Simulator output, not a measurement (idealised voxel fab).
voxel capacitor over wiring: a process module
The width of the displayed cross-section, cut, is 190 nm; its cells are square, with a size of 5 nm.
In what follows, cross-sections appear as grids of square cells, described through bands that run from the top down, where every band is one or more rows of cells. Within each band entry, the heights of the top and of the bottom of the band appear first, in that order and in nm; the materials of the band then follow from left to right, each with its corresponding width in nm. The designation "full width" on a single material indicates that it fills the band from edge to edge; the designation "empty" indicates empty space. The reference from which all heights are counted is 0, the level beneath which the as-received wafer is entirely one material; the lowest band, having no lower bound, proceeds downward and is written after the example "0 nm and below". With a width like "30 to 40", each row of cells in the band differs from the next by the same amount, the top row carrying the first number and the bottom row the second. The designation "nothing altered", where it is given for a processing step, indicates that no cell of the cross-section was altered in the course of that step. The label "Enclosed void catalog" introduces a list of the empty spaces, 8 cells or larger, that have no open way up to the top; each entry in it reads width x height at distance, where the distance is taken from the left edge and all three are stated in nm. Text after the settings on a step's line: the simulator's own remark on that step. overlay nm: step with mask; distance mask lay right of planned place; negative value = left of planned place.

# Process steps foreseen in the plan
1: RECEIVE [material Si]
2: CONFORMAL_DEP [material SiO2] [thk nm 15]
3: CONFORMAL_DEP [material SiCN] [thk nm 5]
4: DIRECTIONAL_DEP [material lowk] [thk nm 20]
5: PATTERN [tone open] [mask id METAL_1] [material resist] [width nm 30] [pitch nm 95] [thk nm 15] [overlay nm 0]
6: DIRECTIONAL_ETCH [etch materials lowk] [depth nm 20]
7: DIRECTIONAL_ETCH [etch materials SiCN] [depth nm 5]
8: STRIP [etch materials resist]
9: CONFORMAL_DEP [material TiN] [thk nm 5]
10: FILL_DEP [material Ru] [thk nm 5]
11: CMP [height nm 40]
12: EPI [material Ru] [thk nm 5]
13: FILL_DEP [material SiCN] [thk nm 5]
14: DIRECTIONAL_DEP [material SiO2] [thk nm 10]
15: PATTERN [tone open] [mask id PLUG_1] [material resist] [width nm 15] [thk nm 15] [overlay nm 0]
16: DIRECTIONAL_ETCH [etch materials SiO2] [depth nm 10]
17: DIRECTIONAL_ETCH [etch materials SiCN] [depth nm 5]
18: STRIP [etch materials resist]
19: EPI [material Ru] [thk nm 10]
20: EPI [material Ru] [thk nm 5]
21: DIRECTIONAL_DEP [material TiN] [thk nm 10]
22: DIRECTIONAL_DEP [material HfO2] [thk nm 5]
23: DIRECTIONAL_DEP [material TiN] [thk nm 5]
24: PATTERN [tone cover] [mask id UPPER_PLATE] [material resist] [width nm 70] [thk nm 15] [overlay nm 0]
25: DIRECTIONAL_ETCH [etch materials TiN] [depth nm 5]
26: DIRECTIONAL_ETCH [etch materials HfO2] [depth nm 5]
27: STRIP [etch materials resist]
28: MASKED_ETCH [tone cover] [mask id LOWER_PLATE] [width nm 80] [etch materials TiN] [depth nm 10] [overlay nm 0]
29: FILL_DEP [material SiO2] [thk nm 15]
30: CMP [height nm 90]
31: DIRECTIONAL_DEP [material aC] [thk nm 15]
32: PATTERN [tone open] [mask id PLUG_2] [material resist] [width nm 15] [thk nm 35] [overlay nm 0]
33: DIRECTIONAL_ETCH [etch materials aC] [depth nm 15]
34: STRIP [etch materials resist]
35: DIRECTIONAL_ETCH [etch materials SiO2] [depth nm 10]
36: STRIP [etch materials aC]
37: CONFORMAL_DEP [material TiN] [thk nm 5]
38: FILL_DEP [material Ru] [thk nm 5]
39: CMP [height nm 90]
40: CONFORMAL_DEP [material SiCN] [thk nm 5]
Don't read the plan's width nm for step 15 as applying to every wafer: that's the first wafer's value, and the wafers differ in it, though they all start identical.

# First wafer of several, as received: cross-section after step 1
  0 nm and below | Si full width
  Enclosed void catalog: none

# What follows is a table in which each wafer occupies a row; for the wafer as it stands at the close of the module, the row states, material by material, how many cells have been gained (+) or lost (-) since receipt, and then gives its closed voids
width nm 15 | +14 HfO2 | +58 Ru | +121 SiCN | +346 SiO2 | +79 TiN | +104 lowk | Enclosed void catalog: none
width nm 20 | +14 HfO2 | +61 Ru | +120 SiCN | +344 SiO2 | +79 TiN | +104 lowk | Enclosed void catalog: none
width nm 25 | +14 HfO2 | +64 Ru | +119 SiCN | +342 SiO2 | +79 TiN | +104 lowk | Enclosed void catalog: none
width nm 30 | +14 HfO2 | +67 Ru | +118 SiCN | +340 SiO2 | +79 TiN | +104 lowk | Enclosed void catalog: none
